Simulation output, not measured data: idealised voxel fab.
Title: Process Module voxel self aligned vias
For reference, the cross-section in this document is cut, with width 235 nm and square cells of 5 nm.
Cross-section layout: square cells on a grid; listed as bands, top to bottom; a band spans one or more cell rows.
Look at the band entry: it leads with the top's height and the bottom's height in nm. Then it lists the materials left to right, with a width in nm for each. The word "all across" on a single material says that material fills the band edge to edge. The word "blank" is empty space.
Heights are measured from 0, the level below which the as-received wafer is all one material; the lowest band has no bottom and continues downward, written as in "from 0 down".
Width: "30 to 40" (first number = top row, second number = bottom row, same change from row to row of cells).
"changes: none" after a step means that no cell of the cross-section changed.
Look at "Closed void table" for the closed voids: empty spaces with no open path to the top, sized 8 cells or up. Each is width x height at distance, distance from the left edge, all nm.
The remark found on a step's line after its settings is issued by the simulator itself and pertains to that step.
The "overlay nm" setting may appear on a step's line; for a step that uses a mask, it gives how far to the right of its planned position the mask lay, and a negative value indicates the left.
Pairs, read this way: before one process step on the one hand, after it on the other, the after cross-section ending at the lowest band that changed; the step between, settings included, beneath. Same starting wafer throughout, but possibly different runs of this module, so no pair continues from the pair above unless its entry headed "Pre-processing view" says so.

Pre-processing view
    from 0 down | Si all across
    Closed void table: none

Post-Step Cross-Section
    from 10 to 0 | SiO2 all across
    below 0: unchanged
    Closed void table: none
Intermediate step for the cross-sections above: CONFORMAL_DEP | material SiO2 | thk nm 10

Pre-processing view: see the after view in the pair directly above.

Post-Step Cross-Section
    from 15 to 10 | SiCN all across
    below 10: unchanged
    Closed void table: none
Intermediate step for the cross-sections above: CONFORMAL_DEP | material SiCN | thk nm 5

Pre-processing view: see the after view in the pair directly above.

Post-Step Cross-Section
    from 35 to 15 | lowk all across
    below 15: unchanged
    Closed void table: none
Intermediate step for the cross-sections above: DIRECTIONAL_DEP | material lowk | thk nm 20

Pre-processing view: see the after view in the pair directly above.

Post-Step Cross-Section
    from 35 to 15 | lowk=65 / blank=30 / lowk=40 / blank=30 / lowk=70
    below 15: unchanged
    Closed void table: none
Intermediate step for the cross-sections above: MASKED_ETCH | tone open | mask id LINES | width nm 30 | pitch nm 70 | etch materials lowk | depth nm 20 | overlay nm 0

Pre-processing view: see the after view in the pair directly above.

Post-Step Cross-Section
    from 40 to 35 | TiN=70 / blank=20 / TiN=50 / blank=20 / TiN=75
    from 35 to 20 | lowk=65 / TiN=5 / blank=20 / TiN=5 / lowk=40 / TiN=5 / blank=20 / TiN=5 / lowk=70
    from 20 to 15 | lowk=65 / TiN=30 / lowk=40 / TiN=30 / lowk=70
    below 15: unchanged
    Closed void table: none
Intermediate step for the cross-sections above: CONFORMAL_DEP | material TiN | thk nm 5

Pre-processing view: see the after view in the pair directly above.

Post-Step Cross-Section
    from 50 to 40 | W all across
    from 40 to 35 | TiN=70 / W=20 / TiN=50 / W=20 / TiN=75
    from 35 to 20 | lowk=65 / TiN=5 / W=20 / TiN=5 / lowk=40 / TiN=5 / W=20 / TiN=5 / lowk=70
    below 20: unchanged
    Closed void table: none
Intermediate step for the cross-sections above: FILL_DEP | material W | thk nm 10

Pre-processing view: see the after view in the pair directly above.

Post-Step Cross-Section
    from 35 to 20 | lowk=65 / TiN=5 / W=20 / TiN=5 / lowk=40 / TiN=5 / W=20 / TiN=5 / lowk=70
    below 20: unchanged
    Closed void table: none
Intermediate step for the cross-sections above: CMP | height nm 35

Pre-processing view: see the after view in the pair directly above.

Post-Step Cross-Section
    from 35 to 30 | lowk=65 / blank=30 / lowk=40 / blank=30 / lowk=70
    below 30: unchanged
    Closed void table: none
Intermediate step for the cross-sections above: SELECTIVE_ETCH | etch materials W Ru TiN | depth nm 5

Pre-processing view: see the after view in the pair directly above.

Post-Step Cross-Section
    from 40 to 35 | SiN all across
    from 35 to 30 | lowk=65 / SiN=30 / lowk=40 / SiN=30 / lowk=70
    below 30: unchanged
    Closed void table: none
Intermediate step for the cross-sections above: FILL_DEP | material SiN | thk nm 5

Pre-processing view: see the after view in the pair directly above.

Post-Step Cross-Section
    from 35 to 30 | lowk=65 / SiN=30 / lowk=40 / SiN=30 / lowk=70
    below 30: unchanged
    Closed void table: none
Intermediate step for the cross-sections above: CMP | height nm 35

Pre-processing view: see the after view in the pair directly above.

Post-Step Cross-Section
    from 50 to 35 | lowk all across
    below 35: unchanged
    Closed void table: none
Intermediate step for the cross-sections above: DIRECTIONAL_DEP | material lowk | thk nm 15

Pre-processing view: see the after view in the pair directly above.

Post-Step Cross-Section
    from 70 to 50 | resist=55 / blank=50 / resist=130
    below 50: unchanged
    Closed void table: none
Intermediate step for the cross-sections above: PATTERN | tone open | mask id VIAS | material resist | width nm 50 | thk nm 20 | overlay nm 0

Pre-processing view: see the after view in the pair directly above.

Post-Step Cross-Section
    from 70 to 50 | resist=55 / blank=50 / resist=130
    from 50 to 35 | lowk=55 / blank=50 / lowk=130
    below 35: unchanged
    Closed void table: none
Intermediate step for the cross-sections above: DIRECTIONAL_ETCH | etch materials lowk | depth nm 15

Pre-processing view: see the after view in the pair directly above.

Post-Step Cross-Section
    from 70 to 50 | resist=55 / blank=50 / resist=130
    from 50 to 35 | lowk=55 / blank=50 / lowk=130
    from 35 to 30 | lowk=65 / blank=30 / lowk=40 / SiN=30 / lowk=70
    below 30: unchanged
    Closed void table: none
Intermediate step for the cross-sections above: DIRECTIONAL_ETCH | etch materials SiN | depth nm 5

Pre-processing view: see the after view in the pair directly above.

Post-Step Cross-Section
    from 50 to 35 | lowk=55 / blank=50 / lowk=130
    below 35: unchanged
    Closed void table: none
Intermediate step for the cross-sections above: STRIP | etch materials resist

Pre-processing view: see the after view in the pair directly above.

Post-Step Cross-Section
    from 55 to 50 | TiN=60 / blank=40 / TiN=135
    from 50 to 40 | lowk=55 / TiN=5 / blank=40 / TiN=5 / lowk=130
    from 40 to 35 | lowk=55 / TiN=15 / blank=20 / TiN=15 / lowk=130
    from 35 to 30 | lowk=65 / TiN=30 / lowk=40 / SiN=30 / lowk=70
    below 30: unchanged
    Closed void table: none
Intermediate step for the cross-sections above: CONFORMAL_DEP | material TiN | thk nm 5

Pre-processing view: see the after view in the pair directly above.

Post-Step Cross-Section
    from 60 to 55 | Cu all across
    from 55 to 50 | TiN=60 / Cu=40 / TiN=135
    from 50 to 40 | lowk=55 / TiN=5 / Cu=40 / TiN=5 / lowk=130
    from 40 to 35 | lowk=55 / TiN=15 / Cu=20 / TiN=15 / lowk=130
    below 35: unchanged
    Closed void table: none
Intermediate step for the cross-sections above: FILL_DEP | material Cu | thk nm 5

Pre-processing view: see the after view in the pair directly above.

Post-Step Cross-Section
    from 50 to 40 | lowk=55 / TiN=5 / Cu=40 / TiN=5 / lowk=130
    below 40: unchanged
    Closed void table: none
Intermediate step for the cross-sections above: CMP | height nm 50

Pre-processing view: see the after view in the pair directly above.

Post-Step Cross-Section
    from 55 to 50 | SiCN all across
    below 50: unchanged
    Closed void table: none
Intermediate step for the cross-sections above: CONFORMAL_DEP | material SiCN | thk nm 5

Pre-processing view
    from 10 to 0 | SiO2 all across
    from 0 down | Si all across
    Closed void table: none

Post-Step Cross-Section
    from 30 to 10 | lowk all across
    below 10: unchanged
    Closed void table: none
Intermediate step for the cross-sections above: DIRECTIONAL_DEP | material lowk | thk nm 20

Pre-processing view: see the after view in the pair directly above.

Post-Step Cross-Section
    from 30 to 10 | lowk=65 / blank=30 / lowk=40 / blank=30 / lowk=70
    below 10: unchanged
    Closed void table: none
Intermediate step for the cross-sections above: MASKED_ETCH | tone open | mask id LINES | width nm 30 | pitch nm 70 | etch materials lowk | depth nm 20 | overlay nm 0

Pre-processing view: see the after view in the pair directly above.

Post-Step Cross-Section
    from 35 to 30 | TiN=70 / blank=20 / TiN=50 / blank=20 / TiN=75
    from 30 to 15 | lowk=65 / TiN=5 / blank=20 / TiN=5 / lowk=40 / TiN=5 / blank=20 / TiN=5 / lowk=70
    from 15 to 10 | lowk=65 / TiN=30 / lowk=40 / TiN=30 / lowk=70
    below 10: unchanged
    Closed void table: none
Intermediate step for the cross-sections above: CONFORMAL_DEP | material TiN | thk nm 5

Pre-processing view: see the after view in the pair directly above.

Post-Step Cross-Section
    from 45 to 35 | W all across
    from 35 to 30 | TiN=70 / W=20 / TiN=50 / W=20 / TiN=75
    from 30 to 15 | lowk=65 / TiN=5 / W=20 / TiN=5 / lowk=40 / TiN=5 / W=20 / TiN=5 / lowk=70
    below 15: unchanged
    Closed void table: none
Intermediate step for the cross-sections above: FILL_DEP | material W | thk nm 10

Pre-processing view: see the after view in the pair directly above.

Post-Step Cross-Section
    from 35 to 30 | TiN=70 / W=20 / TiN=50 / W=20 / TiN=75
    below 30: unchanged
    Closed void table: none
Intermediate step for the cross-sections above: CMP | height nm 35

Pre-processing view: see the after view in the pair directly above.

Post-Step Cross-Section
    from 30 to 15 | lowk=65 / TiN=5 / W=20 / TiN=5 / lowk=40 / TiN=5 / W=20 / TiN=5 / lowk=70
    below 15: unchanged
    Closed void table: none
Intermediate step for the cross-sections above: SELECTIVE_ETCH | etch materials W Ru TiN | depth nm 5

Pre-processing view: see the after view in the pair directly above.

Post-Step Cross-Section
    from 35 to 30 | SiN all across
    below 30: unchanged
    Closed void table: none
Intermediate step for the cross-sections above: FILL_DEP | material SiN | thk nm 5

Pre-processing view: see the after view in the pair directly above.

Post-Step Cross-Section
    from 50 to 35 | lowk all across
    below 35: unchanged
    Closed void table: none
Intermediate step for the cross-sections above: DIRECTIONAL_DEP | material lowk | thk nm 15

Pre-processing view: see the after view in the pair directly above.

Post-Step Cross-Section
    from 70 to 50 | resist=55 / blank=50 / resist=130
    below 50: unchanged
    Closed void table: none
Intermediate step for the cross-sections above: PATTERN | tone open | mask id VIAS | material resist | width nm 50 | thk nm 20 | overlay nm 0

Pre-processing view: see the after view in the pair directly above.

Post-Step Cross-Section
    from 70 to 50 | resist=55 / blank=50 / resist=130
    from 50 to 35 | lowk=55 / blank=50 / lowk=130
    below 35: unchanged
    Closed void table: none
Intermediate step for the cross-sections above: DIRECTIONAL_ETCH | etch materials lowk | depth nm 15

Pre-processing view: see the after view in the pair directly above.

Post-Step Cross-Section
    from 70 to 50 | resist=55 / blank=50 / resist=130
    from 50 to 35 | lowk=55 / blank=50 / lowk=130
    from 35 to 30 | SiN=55 / blank=50 / SiN=130
    below 30: unchanged
    Closed void table: none
Intermediate step for the cross-sections above: DIRECTIONAL_ETCH | etch materials SiN | depth nm 5

Pre-processing view: see the after view in the pair directly above.

Post-Step Cross-Section
    from 50 to 35 | lowk=55 / blank=50 / lowk=130
    below 35: unchanged
    Closed void table: none
Intermediate step for the cross-sections above: STRIP | etch materials resist

Pre-processing view: see the after view in the pair directly above.

Post-Step Cross-Section
    from 55 to 50 | TiN=60 / blank=40 / TiN=135
    from 50 to 35 | lowk=55 / TiN=5 / blank=40 / TiN=5 / lowk=130
    from 35 to 30 | SiN=55 / TiN=50 / SiN=130
    below 30: unchanged
    Closed void table: none
Intermediate step for the cross-sections above: CONFORMAL_DEP | material TiN | thk nm 5

Pre-processing view: see the after view in the pair directly above.

Post-Step Cross-Section
    from 60 to 55 | Cu all across
    from 55 to 50 | TiN=60 / Cu=40 / TiN=135
    from 50 to 35 | lowk=55 / TiN=5 / Cu=40 / TiN=5 / lowk=130
    below 35: unchanged
    Closed void table: none
Intermediate step for the cross-sections above: FILL_DEP | material Cu | thk nm 5

Pre-processing view: see the after view in the pair directly above.

Post-Step Cross-Section
    from 50 to 35 | lowk=55 / TiN=5 / Cu=40 / TiN=5 / lowk=130
    below 35: unchanged
    Closed void table: none
Intermediate step for the cross-sections above: CMP | height nm 50

Pre-processing view: see the after view in the pair directly above.

Post-Step Cross-Section
    from 55 to 50 | SiCN all across
    below 50: unchanged
    Closed void table: none
Intermediate step for the cross-sections above: CONFORMAL_DEP | material SiCN | thk nm 5

Pre-processing view
    from 70 to 50 | resist=55 / blank=50 / resist=130
    from 50 to 35 | lowk=55 / blank=50 / lowk=130
    from 35 to 30 | lowk=65 / SiN=30 / lowk=40 / SiN=30 / lowk=70
    from 30 to 20 | lowk=65 / TiN=5 / W=20 / TiN=5 / lowk=40 / TiN=5 / W=20 / TiN=5 / lowk=70
    from 20 to 15 | lowk=65 / TiN=30 / lowk=40 / TiN=30 / lowk=70
    from 15 to 10 | SiCN all across
    from 10 to 0 | SiO2 all across
    from 0 down | Si all across
    Closed void table: none

Post-Step Cross-Section
    from 70 to 50 | resist=55 / blank=50 / resist=130
    from 50 to 35 | lowk=55 / blank=50 / lowk=130
    from 35 to 30 | lowk=55 / blank=10 / SiN=30 / blank=10 / lowk=30 / SiN=30 / lowk=70
    from 30 to 20 | lowk=55 / blank=10 / TiN=5 / W=20 / TiN=5 / blank=10 / lowk=30 / TiN=5 / W=20 / TiN=5 / lowk=70
    below 20: unchanged
    Closed void table: none
Intermediate step for the cross-sections above: DIRECTIONAL_ETCH | etch materials lowk | depth nm 15

Pre-processing view: see the after view in the pair directly above.

Post-Step Cross-Section
    from 70 to 50 | resist=55 / blank=50 / resist=130
    from 50 to 35 | lowk=55 / blank=50 / lowk=130
    from 35 to 30 | lowk=55 / blank=50 / lowk=30 / SiN=30 / lowk=70
    below 30: unchanged
    Closed void table: none
Intermediate step for the cross-sections above: DIRECTIONAL_ETCH | etch materials SiN | depth nm 5

Pre-processing view: see the after view in the pair directly above.

Post-Step Cross-Section
    from 50 to 35 | lowk=55 / blank=50 / lowk=130
    below 35: unchanged
    Closed void table: none
Intermediate step for the cross-sections above: STRIP | etch materials resist

Pre-processing view: see the after view in the pair directly above.

Post-Step Cross-Section
    from 55 to 50 | TiN=60 / blank=40 / TiN=135
    from 50 to 35 | lowk=55 / TiN=5 / blank=40 / TiN=5 / lowk=130
    from 35 to 30 | lowk=55 / TiN=50 / lowk=30 / SiN=30 / lowk=70
    from 30 to 20 | lowk=55 / TiN=15 / W=20 / TiN=15 / lowk=30 / TiN=5 / W=20 / TiN=5 / lowk=70
    below 20: unchanged
    Closed void table: none
Intermediate step for the cross-sections above: CONFORMAL_DEP | material TiN | thk nm 5

Pre-processing view: see the after view in the pair directly above.

Post-Step Cross-Section
    from 60 to 55 | Cu all across
    from 55 to 50 | TiN=60 / Cu=40 / TiN=135
    from 50 to 35 | lowk=55 / TiN=5 / Cu=40 / TiN=5 / lowk=130
    below 35: unchanged
    Closed void table: none
Intermediate step for the cross-sections above: FILL_DEP | material Cu | thk nm 5

Pre-processing view: see the after view in the pair directly above.

Post-Step Cross-Section
    from 50 to 35 | lowk=55 / TiN=5 / Cu=40 / TiN=5 / lowk=130
    below 35: unchanged
    Closed void table: none
Intermediate step for the cross-sections above: CMP | height nm 50

Pre-processing view: see the after view in the pair directly above.

Post-Step Cross-Section
    from 55 to 50 | SiCN all across
    below 50: unchanged
    Closed void table: none
Intermediate step for the cross-sections above: CONFORMAL_DEP | material SiCN | thk nm 5

Pre-processing view
    from 30 to 10 | lowk all across
    from 10 to 0 | SiO2 all across
    from 0 down | Si all across
    Closed void table: none

Post-Step Cross-Section
    from 35 to 30 | SiCN all across
    below 30: unchanged
    Closed void table: none
Intermediate step for the cross-sections above: CONFORMAL_DEP | material SiCN | thk nm 5

Pre-processing view: see the after view in the pair directly above.

Post-Step Cross-Section
    from 40 to 35 | TiN all across
    below 35: unchanged
    Closed void table: none
Intermediate step for the cross-sections above: CONFORMAL_DEP | material TiN | thk nm 5

Pre-processing view: see the after view in the pair directly above.

Post-Step Cross-Section
    from 50 to 40 | W all across
    below 40: unchanged
    Closed void table: none
Intermediate step for the cross-sections above: FILL_DEP | material W | thk nm 10

Pre-processing view: see the after view in the pair directly above.

Post-Step Cross-Section
    from 35 to 30 | SiCN all across
    below 30: unchanged
    Closed void table: none
Intermediate step for the cross-sections above: CMP | height nm 35

Pre-processing view: see the after view in the pair directly above.

Post-Step Cross-Section
    from 40 to 35 | SiN all across
    below 35: unchanged
    Closed void table: none
Intermediate step for the cross-sections above: FILL_DEP | material SiN | thk nm 5

Pre-processing view: see the after view in the pair directly above.

Post-Step Cross-Section
    from 35 to 30 | SiCN all across
    below 30: unchanged
    Closed void table: none
Intermediate step for the cross-sections above: CMP | height nm 35

Pre-processing view: see the after view in the pair directly above.

Post-Step Cross-Section
    from 50 to 35 | lowk all across
    below 35: unchanged
    Closed void table: none
Intermediate step for the cross-sections above: DIRECTIONAL_DEP | material lowk | thk nm 15

Pre-processing view: see the after view in the pair directly above.

Post-Step Cross-Section
    from 70 to 50 | resist=55 / blank=50 / resist=130
    below 50: unchanged
    Closed void table: none
Intermediate step for the cross-sections above: PATTERN | tone open | mask id VIAS | material resist | width nm 50 | thk nm 20 | overlay nm 0

Pre-processing view: see the after view in the pair directly above.

Post-Step Cross-Section
    from 70 to 50 | resist=55 / blank=50 / resist=130
    from 50 to 35 | lowk=55 / blank=50 / lowk=130
    below 35: unchanged
    Closed void table: none
Intermediate step for the cross-sections above: DIRECTIONAL_ETCH | etch materials lowk | depth nm 15

Pre-processing view: see the after view in the pair directly above.

Post-Step Cross-Section
    from 50 to 35 | lowk=55 / blank=50 / lowk=130
    below 35: unchanged
    Closed void table: none
Intermediate step for the cross-sections above: STRIP | etch materials resist

Pre-processing view: see the after view in the pair directly above.

Post-Step Cross-Section
    from 55 to 50 | TiN=60 / blank=40 / TiN=135
    from 50 to 40 | lowk=55 / TiN=5 / blank=40 / TiN=5 / lowk=130
    from 40 to 35 | lowk=55 / TiN=50 / lowk=130
    below 35: unchanged
    Closed void table: none
Intermediate step for the cross-sections above: CONFORMAL_DEP | material TiN | thk nm 5

Pre-processing view: see the after view in the pair directly above.

Post-Step Cross-Section
    from 60 to 55 | Cu all across
    from 55 to 50 | TiN=60 / Cu=40 / TiN=135
    from 50 to 40 | lowk=55 / TiN=5 / Cu=40 / TiN=5 / lowk=130
    below 40: unchanged
    Closed void table: none
Intermediate step for the cross-sections above: FILL_DEP | material Cu | thk nm 5

Pre-processing view: see the after view in the pair directly above.

Post-Step Cross-Section
    from 50 to 40 | lowk=55 / TiN=5 / Cu=40 / TiN=5 / lowk=130
    below 40: unchanged
    Closed void table: none
Intermediate step for the cross-sections above: CMP | height nm 50

Pre-processing view: see the after view in the pair directly above.

Post-Step Cross-Section
    from 55 to 50 | SiCN all across
    below 50: unchanged
    Closed void table: none
Intermediate step for the cross-sections above: CONFORMAL_DEP | material SiCN | thk nm 5

Pre-processing view
    from 15 to 10 | SiCN all across
    from 10 to 0 | SiO2 all across
    from 0 down | Si all across
    Closed void table: none

Post-Step Cross-Section
    from 30 to 15 | lowk all across
    below 15: unchanged
    Closed void table: none
Intermediate step for the cross-sections above: DIRECTIONAL_DEP | material lowk | thk nm 15

Pre-processing view: see the after view in the pair directly above.

Post-Step Cross-Section
    from 30 to 15 | lowk=65 / blank=30 / lowk=40 / blank=30 / lowk=70
    below 15: unchanged
    Closed void table: none
Intermediate step for the cross-sections above: MASKED_ETCH | tone open | mask id LINES | width nm 30 | pitch nm 70 | etch materials lowk | depth nm 20 | overlay nm 0

Pre-processing view: see the after view in the pair directly above.

Post-Step Cross-Section
    from 35 to 30 | TiN=70 / blank=20 / TiN=50 / blank=20 / TiN=75
    from 30 to 20 | lowk=65 / TiN=5 / blank=20 / TiN=5 / lowk=40 / TiN=5 / blank=20 / TiN=5 / lowk=70
    from 20 to 15 | lowk=65 / TiN=30 / lowk=40 / TiN=30 / lowk=70
    below 15: unchanged
    Closed void table: none
Intermediate step for the cross-sections above: CONFORMAL_DEP | material TiN | thk nm 5

Pre-processing view: see the after view in the pair directly above.

Post-Step Cross-Section
    from 45 to 35 | W all across
    from 35 to 30 | TiN=70 / W=20 / TiN=50 / W=20 / TiN=75
    from 30 to 20 | lowk=65 / TiN=5 / W=20 / TiN=5 / lowk=40 / TiN=5 / W=20 / TiN=5 / lowk=70
    below 20: unchanged
    Closed void table: none
Intermediate step for the cross-sections above: FILL_DEP | material W | thk nm 10

Pre-processing view: see the after view in the pair directly above.

Post-Step Cross-Section
    from 35 to 30 | TiN=70 / W=20 / TiN=50 / W=20 / TiN=75
    below 30: unchanged
    Closed void table: none
Intermediate step for the cross-sections above: CMP | height nm 35

Pre-processing view: see the after view in the pair directly above.

Post-Step Cross-Section
    from 30 to 20 | lowk=65 / TiN=5 / W=20 / TiN=5 / lowk=40 / TiN=5 / W=20 / TiN=5 / lowk=70
    below 20: unchanged
    Closed void table: none
Intermediate step for the cross-sections above: SELECTIVE_ETCH | etch materials W Ru TiN | depth nm 5

Pre-processing view: see the after view in the pair directly above.

Post-Step Cross-Section
    from 35 to 30 | SiN all across
    below 30: unchanged
    Closed void table: none
Intermediate step for the cross-sections above: FILL_DEP | material SiN | thk nm 5

Pre-processing view: see the after view in the pair directly above.

Post-Step Cross-Section
    from 50 to 35 | lowk all across
    below 35: unchanged
    Closed void table: none
Intermediate step for the cross-sections above: DIRECTIONAL_DEP | material lowk | thk nm 15

Pre-processing view: see the after view in the pair directly above.

Post-Step Cross-Section
    from 70 to 50 | resist=55 / blank=50 / resist=130
    below 50: unchanged
    Closed void table: none
Intermediate step for the cross-sections above: PATTERN | tone open | mask id VIAS | material resist | width nm 50 | thk nm 20 | overlay nm 0

Pre-processing view: see the after view in the pair directly above.

Post-Step Cross-Section
    from 70 to 50 | resist=55 / blank=50 / resist=130
    from 50 to 35 | lowk=55 / blank=50 / lowk=130
    below 35: unchanged
    Closed void table: none
Intermediate step for the cross-sections above: DIRECTIONAL_ETCH | etch materials lowk | depth nm 15

Pre-processing view: see the after view in the pair directly above.

Post-Step Cross-Section
    from 70 to 50 | resist=55 / blank=50 / resist=130
    from 50 to 35 | lowk=55 / blank=50 / lowk=130
    from 35 to 30 | SiN=55 / blank=50 / SiN=130
    below 30: unchanged
    Closed void table: none
Intermediate step for the cross-sections above: DIRECTIONAL_ETCH | etch materials SiN | depth nm 5

Pre-processing view: see the after view in the pair directly above.

Post-Step Cross-Section
    from 50 to 35 | lowk=55 / blank=50 / lowk=130
    below 35: unchanged
    Closed void table: none
Intermediate step for the cross-sections above: STRIP | etch materials resist

Pre-processing view: see the after view in the pair directly above.

Post-Step Cross-Section
    from 55 to 50 | TiN=60 / blank=40 / TiN=135
    from 50 to 35 | lowk=55 / TiN=5 / blank=40 / TiN=5 / lowk=130
    from 35 to 30 | SiN=55 / TiN=50 / SiN=130
    below 30: unchanged
    Closed void table: none
Intermediate step for the cross-sections above: CONFORMAL_DEP | material TiN | thk nm 5

Pre-processing view: see the after view in the pair directly above.

Post-Step Cross-Section
    from 60 to 55 | Cu all across
    from 55 to 50 | TiN=60 / Cu=40 / TiN=135
    from 50 to 35 | lowk=55 / TiN=5 / Cu=40 / TiN=5 / lowk=130
    below 35: unchanged
    Closed void table: none
Intermediate step for the cross-sections above: FILL_DEP | material Cu | thk nm 5

Pre-processing view: see the after view in the pair directly above.

Post-Step Cross-Section
    from 50 to 35 | lowk=55 / TiN=5 / Cu=40 / TiN=5 / lowk=130
    below 35: unchanged
    Closed void table: none
Intermediate step for the cross-sections above: CMP | height nm 50

Pre-processing view: see the after view in the pair directly above.

Post-Step Cross-Section
    from 55 to 50 | SiCN all across
    below 50: unchanged
    Closed void table: none
Intermediate step for the cross-sections above: CONFORMAL_DEP | material SiCN | thk nm 5

Pre-processing view
    from 50 to 35 | lowk all across
    from 35 to 30 | lowk=65 / SiN=30 / lowk=40 / SiN=30 / lowk=70
    from 30 to 20 | lowk=65 / TiN=5 / W=20 / TiN=5 / lowk=40 / TiN=5 / W=20 / TiN=5 / lowk=70
    from 20 to 15 | lowk=65 / TiN=30 / lowk=40 / TiN=30 / lowk=70
    from 15 to 10 | SiCN all across
    from 10 to 0 | SiO2 all across
    from 0 down | Si all across
    Closed void table: none

Post-Step Cross-Section
    from 70 to 50 | resist=60 / blank=40 / resist=135
    below 50: unchanged
    Closed void table: none
Intermediate step for the cross-sections above: PATTERN | tone open | mask id VIAS | material resist | width nm 40 | thk nm 20 | overlay nm 0

Pre-processing view: see the after view in the pair directly above.

Post-Step Cross-Section
    from 70 to 50 | resist=60 / blank=40 / resist=135
    from 50 to 35 | lowk=60 / blank=40 / lowk=135
    below 35: unchanged
    Closed void table: none
Intermediate step for the cross-sections above: DIRECTIONAL_ETCH | etch materials lowk | depth nm 15

Pre-processing view: see the after view in the pair directly above.

Post-Step Cross-Section
    from 70 to 50 | resist=60 / blank=40 / resist=135
    from 50 to 35 | lowk=60 / blank=40 / lowk=135
    from 35 to 30 | lowk=65 / blank=30 / lowk=40 / SiN=30 / lowk=70
    below 30: unchanged
    Closed void table: none
Intermediate step for the cross-sections above: DIRECTIONAL_ETCH | etch materials SiN | depth nm 5

Pre-processing view: see the after view in the pair directly above.

Post-Step Cross-Section
    from 50 to 35 | lowk=60 / blank=40 / lowk=135
    below 35: unchanged
    Closed void table: none
Intermediate step for the cross-sections above: STRIP | etch materials resist

Pre-processing view: see the after view in the pair directly above.

Post-Step Cross-Section
    from 55 to 50 | TiN=65 / blank=30 / TiN=140
    from 50 to 40 | lowk=60 / TiN=5 / blank=30 / TiN=5 / lowk=135
    from 40 to 35 | lowk=60 / TiN=10 / blank=20 / TiN=10 / lowk=135
    from 35 to 30 | lowk=65 / TiN=30 / lowk=40 / SiN=30 / lowk=70
    below 30: unchanged
    Closed void table: none
Intermediate step for the cross-sections above: CONFORMAL_DEP | material TiN | thk nm 5

Pre-processing view: see the after view in the pair directly above.

Post-Step Cross-Section
    from 60 to 55 | Cu all across
    from 55 to 50 | TiN=65 / Cu=30 / TiN=140
    from 50 to 40 | lowk=60 / TiN=5 / Cu=30 / TiN=5 / lowk=135
    from 40 to 35 | lowk=60 / TiN=10 / Cu=20 / TiN=10 / lowk=135
    below 35: unchanged
    Closed void table: none
Intermediate step for the cross-sections above: FILL_DEP | material Cu | thk nm 5

Pre-processing view: see the after view in the pair directly above.

Post-Step Cross-Section
    from 50 to 40 | lowk=60 / TiN=5 / Cu=30 / TiN=5 / lowk=135
    below 40: unchanged
    Closed void table: none
Intermediate step for the cross-sections above: CMP | height nm 50

Pre-processing view: see the after view in the pair directly above.

Post-Step Cross-Section
    from 55 to 50 | SiCN all across
    below 50: unchanged
    Closed void table: none
Intermediate step for the cross-sections above: CONFORMAL_DEP | material SiCN | thk nm 5

Pre-processing view
    from 35 to 15 | lowk all across
    from 15 to 10 | SiCN all across
    from 10 to 0 | SiO2 all across
    from 0 down | Si all across
    Closed void table: none

Post-Step Cross-Section
    from 35 to 15 | lowk=70 / blank=30 / lowk=40 / blank=30 / lowk=65
    below 15: unchanged
    Closed void table: none
Intermediate step for the cross-sections above: MASKED_ETCH | tone open | mask id LINES | width nm 30 | pitch nm 70 | etch materials lowk | depth nm 20 | overlay nm 5

Pre-processing view: see the after view in the pair directly above.

Post-Step Cross-Section
    from 40 to 35 | TiN=75 / blank=20 / TiN=50 / blank=20 / TiN=70
    from 35 to 20 | lowk=70 / TiN=5 / blank=20 / TiN=5 / lowk=40 / TiN=5 / blank=20 / TiN=5 / lowk=65
    from 20 to 15 | lowk=70 / TiN=30 / lowk=40 / TiN=30 / lowk=65
    below 15: unchanged
    Closed void table: none
Intermediate step for the cross-sections above: CONFORMAL_DEP | material TiN | thk nm 5

Pre-processing view: see the after view in the pair directly above.

Post-Step Cross-Section
    from 50 to 40 | W all across
    from 40 to 35 | TiN=75 / W=20 / TiN=50 / W=20 / TiN=70
    from 35 to 20 | lowk=70 / TiN=5 / W=20 / TiN=5 / lowk=40 / TiN=5 / W=20 / TiN=5 / lowk=65
    below 20: unchanged
    Closed void table: none
Intermediate step for the cross-sections above: FILL_DEP | material W | thk nm 10

Pre-processing view: see the after view in the pair directly above.

Post-Step Cross-Section
    from 35 to 20 | lowk=70 / TiN=5 / W=20 / TiN=5 / lowk=40 / TiN=5 / W=20 / TiN=5 / lowk=65
    below 20: unchanged
    Closed void table: none
Intermediate step for the cross-sections above: CMP | height nm 35

Pre-processing view: see the after view in the pair directly above.

Post-Step Cross-Section
    from 35 to 30 | lowk=70 / blank=30 / lowk=40 / blank=30 / lowk=65
    below 30: unchanged
    Closed void table: none
Intermediate step for the cross-sections above: SELECTIVE_ETCH | etch materials W Ru TiN | depth nm 5

Pre-processing view: see the after view in the pair directly above.

Post-Step Cross-Section
    from 40 to 35 | SiN all across
    from 35 to 30 | lowk=70 / SiN=30 / lowk=40 / SiN=30 / lowk=65
    below 30: unchanged
    Closed void table: none
Intermediate step for the cross-sections above: FILL_DEP | material SiN | thk nm 5

Pre-processing view: see the after view in the pair directly above.

Post-Step Cross-Section
    from 35 to 30 | lowk=70 / SiN=30 / lowk=40 / SiN=30 / lowk=65
    below 30: unchanged
    Closed void table: none
Intermediate step for the cross-sections above: CMP | height nm 35

Pre-processing view: see the after view in the pair directly above.

Post-Step Cross-Section
    from 50 to 35 | lowk all across
    below 35: unchanged
    Closed void table: none
Intermediate step for the cross-sections above: DIRECTIONAL_DEP | material lowk | thk nm 15

Pre-processing view: see the after view in the pair directly above.

Post-Step Cross-Section
    from 70 to 50 | resist=55 / blank=50 / resist=130
    below 50: unchanged
    Closed void table: none
Intermediate step for the cross-sections above: PATTERN | tone open | mask id VIAS | material resist | width nm 50 | thk nm 20 | overlay nm 0

Pre-processing view: see the after view in the pair directly above.

Post-Step Cross-Section
    from 70 to 50 | resist=55 / blank=50 / resist=130
    from 50 to 35 | lowk=55 / blank=50 / lowk=130
    below 35: unchanged
    Closed void table: none
Intermediate step for the cross-sections above: DIRECTIONAL_ETCH | etch materials lowk | depth nm 15

Pre-processing view: see the after view in the pair directly above.

Post-Step Cross-Section
    from 70 to 50 | resist=55 / blank=50 / resist=130
    from 50 to 35 | lowk=55 / blank=50 / lowk=130
    from 35 to 30 | lowk=70 / blank=30 / lowk=40 / SiN=30 / lowk=65
    below 30: unchanged
    Closed void table: none
Intermediate step for the cross-sections above: DIRECTIONAL_ETCH | etch materials SiN | depth nm 5

Pre-processing view: see the after view in the pair directly above.

Post-Step Cross-Section
    from 50 to 35 | lowk=55 / blank=50 / lowk=130
    below 35: unchanged
    Closed void table: none
Intermediate step for the cross-sections above: STRIP | etch materials resist
